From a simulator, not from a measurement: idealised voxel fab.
This section sets out a process module, namely voxel capacitor over wiring.
The cross-section shown here is cut; it is 180 nm wide and divided into square cells measuring 5 nm on a side.
For the purposes of this document, a cross-section shall be understood as a grid of square cells, specified as bands listed in top-to-bottom order, each band consisting of one or more rows of cells.
Read a band's entry like this: the first values are the height of its top and the height of its bottom in nm, and what follows is the sequence of materials from left to right, each with its width in nm. Note that "air" is empty space, and that a single material marked "full width" reaches across the band from edge to edge.
Below 0: as-received wafer, all one material; heights counted from there. Lowest band: no bottom, goes on down, written "0 down".
So if you see something like "30..40" for the width, read it as the top row of the band sitting at the first number and the bottom row at the second, with every row in between moving by the same amount as the last.
No cell of the cross-section changed in a step that is given as "nothing got changed".
Entry "Closed internal voids" = empty spaces >= 8 cells with no open way to the top; each as width x height at distance, distance from left edge, all nm.
What comes after the settings on a step's line is commentary from the simulator itself on that step.
"overlay nm" denotes, for a step that has a mask, the displacement of the mask to the right of its planned place, with negative values corresponding to the left.

Planned process steps
| 1 | op RECEIVE | material Si |
| 2 | op CONFORMAL_DEP | material SiO2 | thk nm 15 |
| 3 | op DIRECTIONAL_DEP | material TiN | thk nm 5 |
| 4 | op DIRECTIONAL_DEP | material W | thk nm 20 |
| 5 | op MASKED_ETCH | tone cover | mask id METAL_1 | width nm 20 | pitch nm 75 | etch materials W | depth nm 20 | overlay nm 0 |
| 6 | op MASKED_ETCH | tone cover | mask id METAL_1 | width nm 20 | pitch nm 75 | etch materials TiN | depth nm 5 | overlay nm 0 |
| 7 | op CONFORMAL_DEP | material SiCN | thk nm 5 |
| 8 | op FILL_DEP | material SiO2 | thk nm 10 |
| 9 | op CMP | height nm 40 |
| 10 | op CONFORMAL_DEP | material SiCN | thk nm 5 |
| 11 | op DIRECTIONAL_DEP | material lowk | thk nm 20 |
| 12 | op DIRECTIONAL_DEP | material aC | thk nm 10 |
| 13 | op PATTERN | tone open | mask id PLUG_1 | material resist | width nm 15 | thk nm 25 | overlay nm 0 |
| 14 | op DIRECTIONAL_ETCH | etch materials aC | depth nm 10 |
| 15 | op STRIP | etch materials resist |
| 16 | op DIRECTIONAL_ETCH | etch materials lowk | depth nm 20 |
| 17 | op DIRECTIONAL_ETCH | etch materials SiCN | depth nm 5 |
| 18 | op STRIP | etch materials aC |
| 19 | op CONFORMAL_DEP | material TiN | thk nm 5 |
| 20 | op FILL_DEP | material Ru | thk nm 5 |
| 21 | op CMP | height nm 65 |
| 22 | op DIRECTIONAL_DEP | material TiN | thk nm 5 |
| 23 | op DIRECTIONAL_DEP | material HfO2 | thk nm 5 |
| 24 | op DIRECTIONAL_DEP | material TiN | thk nm 5 |
| 25 | op MASKED_ETCH | tone cover | mask id UPPER_PLATE | width nm 60 | etch materials TiN | depth nm 5 | overlay nm 0 |
| 26 | op MASKED_ETCH | tone cover | mask id UPPER_PLATE | width nm 60 | etch materials HfO2 | depth nm 5 | overlay nm 0 |
| 27 | op MASKED_ETCH | tone cover | mask id LOWER_PLATE | width nm 70 | etch materials TiN | depth nm 5 | overlay nm 0 |
| 28 | op FILL_DEP | material SiO2 | thk nm 20 |
| 29 | op CMP | height nm 95 |
| 30 | op PATTERN | tone open | mask id PLUG_2 | material resist | width nm 15 | thk nm 20 | overlay nm 0 |
| 31 | op DIRECTIONAL_ETCH | etch materials SiO2 | depth nm 15 |
| 32 | op STRIP | etch materials resist |
| 33 | op CONFORMAL_DEP | material TiN | thk nm 5 |
| 34 | op FILL_DEP | material Ru | thk nm 10 |
| 35 | op CMP | height nm 95 |
| 36 | op CONFORMAL_DEP | material SiN | thk nm 5 |

Wafer cross-section on receipt, i.e. after step 1
    0 down | Si full width
    Closed internal voids: none

First wafer of two, sectioned at end of module; run went per plan
    100 to 95 | SiN full width
    95 to 85 | SiO2=55, TiN=5, Ru=5, TiN=5, SiO2=110
    85 to 75 | SiO2=55..45, TiN=15..60, SiO2=110..75
    75 to 70 | SiO2=45, HfO2=60, SiO2=75
    70 to 65 | SiO2=40, TiN=70, SiO2=70
    65 to 45 | lowk=45, TiN=5, Ru=5, TiN=5, lowk=120
    45 to 40 | SiCN=45, TiN=15, SiCN=120
    40 to 20 | SiO2=35, SiCN=5, W=20, SiCN=5, SiO2=45, SiCN=5, W=20, SiCN=5, SiO2=40
    20 to 15 | SiCN=40, TiN=20, SiCN=55, TiN=20, SiCN=45
    15 to 0 | SiO2 full width
    0 down | Si full width
    Closed internal voids: none

Here is the second of the two wafers cut open at the end of the module - same start, same plan as the first one, but we made one mistake running it
    100 to 95 | SiN full width
    95 to 85 | SiO2=55, TiN=5, Ru=5, TiN=5, SiO2=110
    85 to 75 | SiO2=55..45, TiN=15..60, SiO2=110..75
    75 to 70 | SiO2=45, HfO2=60, SiO2=75
    70 to 65 | SiO2=40, TiN=70, SiO2=70
    65 to 45 | lowk=45, TiN=5, Ru=5, TiN=5, lowk=120
    45 to 40 | SiCN=45, TiN=15, SiCN=120
    40 to 25 | SiO2=35, SiCN=5, W=20, SiCN=5, SiO2=45, SiCN=5, W=20, SiCN=5, SiO2=40
    25 to 20 | SiO2=25, SiCN=15, W=20, SiCN=5, SiO2=35, SiCN=15, W=20, SiCN=5, SiO2=40
    20 to 15 | SiCN=30, TiN=30, SiCN=45, TiN=30, SiCN=45
    15 to 0 | SiO2 full width
    0 down | Si full width
    Closed internal voids: none
Here's what went sideways: contrary to plan, step 6 was performed as op MASKED_ETCH | tone cover | mask id METAL_1 | width nm 20 | pitch nm 75 | etch materials TiN | depth nm 5 | overlay nm -10
Final comparison by cell count, materials where the second wafer has more or fewer than the first: -4 SiO2 | +4 TiN
